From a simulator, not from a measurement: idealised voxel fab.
process module | voxel trench capacitor
cross-section cut | 190 nm wide | cells 5 nm
A cross-section is a grid of square cells, given in bands from the top down. A band is one or more rows of cells.
Each band's line starts with the height of the band's top and of its bottom, in nm. Then come its materials from left to right, each with its width in nm. One material with "throughout" fills the band from edge to edge. "air" is empty space.
Height 0 is the level under which the wafer as received is all one material. The lowest band goes on downwards, as in "0 down".
A width such as "30 to 40" changes by the same amount from each row of cells to the next, from the band's top row to its bottom row.
"no change" after a step means that no cell of the cross-section changed.
closed voids: empty space of 8 cells or more with no open way to the top, each as width x height at its distance from the left edge, in nm
after a step's settings: what the simulator itself notes on the step
overlay nm, on a step with a mask: how far to the right of its planned place the mask lay; to the left if negative
plan
1 op RECEIVE | material Si
2 op CONFORMAL_DEP | material SiN | thk nm 5
3 op DIRECTIONAL_DEP | material aC | thk nm 10
4 op PATTERN | tone open | mask id TRENCH | material resist | width nm 30 | pitch nm 55 | thk nm 25 | overlay nm 0
5 op DIRECTIONAL_ETCH | etch materials aC | depth nm 10
6 op STRIP | etch materials resist
7 op DIRECTIONAL_ETCH | etch materials SiN | depth nm 5
8 op DIRECTIONAL_ETCH | etch materials Si | depth nm 30
9 op STRIP | etch materials aC
10 op CONFORMAL_DEP | material HfO2 | thk nm 5
11 op CONFORMAL_DEP | material TiN | thk nm 5
12 op FILL_DEP | material W | thk nm 10
13 op CMP | height nm 5
as received, after step 1
  0 down: Si throughout
  closed voids: none
first wafer at the end, as planned
  5 to 0: SiN 25 | HfO2 5 | TiN 5 | W 10 | TiN 5 | HfO2 5 | SiN 25 | HfO2 5 | TiN 5 | W 10 | TiN 5 | HfO2 5 | SiN 25 | HfO2 5 | TiN 5 | W 10 | TiN 5 | HfO2 5 | SiN 25
  0 to -20: Si 25 | HfO2 5 | TiN 5 | W 10 | TiN 5 | HfO2 5 | Si 25 | HfO2 5 | TiN 5 | W 10 | TiN 5 | HfO2 5 | Si 25 | HfO2 5 | TiN 5 | W 10 | TiN 5 | HfO2 5 | Si 25
  -20 to -25: Si 25 | HfO2 5 | TiN 20 | HfO2 5 | Si 25 | HfO2 5 | TiN 20 | HfO2 5 | Si 25 | HfO2 5 | TiN 20 | HfO2 5 | Si 25
  -25 to -30: Si 25 | HfO2 30 | Si 25 | HfO2 30 | Si 25 | HfO2 30 | Si 25
  -30 down: Si throughout
  closed voids: none
second wafer at the end: like start, like plan, one mistake
  5 to 0: SiN 35 | HfO2 5 | TiN 5 | W 10 | TiN 5 | HfO2 5 | SiN 25 | HfO2 5 | TiN 5 | W 10 | TiN 5 | HfO2 5 | SiN 25 | HfO2 5 | TiN 5 | W 10 | TiN 5 | HfO2 5 | SiN 15
  0 to -20: Si 35 | HfO2 5 | TiN 5 | W 10 | TiN 5 | HfO2 5 | Si 25 | HfO2 5 | TiN 5 | W 10 | TiN 5 | HfO2 5 | Si 25 | HfO2 5 | TiN 5 | W 10 | TiN 5 | HfO2 5 | Si 15
  -20 to -25: Si 35 | HfO2 5 | TiN 20 | HfO2 5 | Si 25 | HfO2 5 | TiN 20 | HfO2 5 | Si 25 | HfO2 5 | TiN 20 | HfO2 5 | Si 15
  -25 to -30: Si 35 | HfO2 30 | Si 25 | HfO2 30 | Si 25 | HfO2 30 | Si 15
  -30 down: Si throughout
  closed voids: none
what went wrong: step 4 ran as: op PATTERN | tone open | mask id TRENCH | material resist | width nm 30 | pitch nm 55 | thk nm 25 | overlay nm 10
at the end the second wafer has, in cells: as many of each material as the first, in other places
